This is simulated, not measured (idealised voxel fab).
voxel air gaps: a process module
The cross-section shown here is cut; it is 245 nm wide and divided into square cells measuring 5 nm on a side.
In this document a cross-section is written as a grid of square cells. It is given as a series of bands, listed from the top down, and a band is one or more rows of cells. Look at the band entry: it leads with the top's height and the bottom's height in nm. Then it lists the materials left to right, with a width in nm for each. The word "edge to edge" on a single material says that material fills the band edge to edge. The word "empty" is empty space. Height reference: 0 = level under which incoming wafer is all one material. Lowest band: no bottom, runs on downward, e.g. "0..down". Per-row width for "30..40": begins at first number (top row of band), ends at second number (bottom row), increment between rows held constant. Any step labelled "no alteration" changed none of the cells in the cross-section. You'll see "Closed void inventory" listing empty spaces that have no way open to the top, as long as they're 8 cells or more; the notation is width x height at distance, where the distance is from the left edge, and all of it is in nm. Past the settings on a step's line: simulator remark, on that step. overlay nm: right-of-plan distance of the mask on a masked step; negative values mean left-of-plan.

SET OUT BELOW ARE THE PLANNED STEPS OF THE PROCESS
1: RECEIVE with material Si
2: CONFORMAL_DEP with material SiO2, thk nm 15
3: CONFORMAL_DEP with material SiCN, thk nm 5
4: DIRECTIONAL_DEP with material lowk, thk nm 35
5: PATTERN with tone open, mask id LINES, material resist, width nm 25, pitch nm 55, thk nm 20, overlay nm 0
6: DIRECTIONAL_ETCH with etch materials lowk, depth nm 35
7: STRIP with etch materials resist
8: CONFORMAL_DEP with material TiN, thk nm 5
9: FILL_DEP with material W, thk nm 5
10: CMP with height nm 55
11: EPI with material Ru, thk nm 10
12: SELECTIVE_ETCH with etch materials lowk, depth nm 45
13: CONFORMAL_DEP with material SiCN, thk nm 5

WAFER CROSS-SECTION ON RECEIPT, I.E. AFTER STEP 1
> 0..down = Si edge to edge
> Closed void inventory: none

POST-MODULE CROSS-SECTION: IDENTICAL START AND PLAN TO THOSE ABOVE, ONE MISSTEP IN EXECUTION
> 70..65 = 45 empty, then 50 SiCN, then 5 empty, then 50 SiCN, then 5 empty, then 50 SiCN, then 40 empty
> 65..55 = 45 empty, then 5 SiCN, then 40 Ru, then 5 SiCN, then 5 empty, then 5 SiCN, then 40 Ru, then 5 SiCN, then 5 empty, then 5 SiCN, then 40 Ru, then 5 SiCN, then 40 empty
> 55..50 = 45 empty, then 15 SiCN, then 5 TiN, then 10 W, then 5 TiN, then 15 SiCN, then 5 empty, then 15 SiCN, then 5 TiN, then 10 W, then 5 TiN, then 15 SiCN, then 5 empty, then 15 SiCN, then 5 TiN, then 10 W, then 5 TiN, then 15 SiCN, then 40 empty
> 50..25 = 55 empty, then 5 SiCN, then 5 TiN, then 10 W, then 5 TiN, then 5 SiCN, then 25 empty, then 5 SiCN, then 5 TiN, then 10 W, then 5 TiN, then 5 SiCN, then 25 empty, then 5 SiCN, then 5 TiN, then 10 W, then 5 TiN, then 5 SiCN, then 50 empty
> 25..20 = 60 SiCN, then 20 TiN, then 35 SiCN, then 20 TiN, then 35 SiCN, then 20 TiN, then 55 SiCN
> 20..15 = SiCN edge to edge
> 15..0 = SiO2 edge to edge
> 0..down = Si edge to edge
> Closed void inventory: none
what went wrong: heads up, step 5 didn't go per plan, it actually ran as PATTERN with tone open, mask id LINES, material resist, width nm 20, pitch nm 55, thk nm 20, overlay nm 0
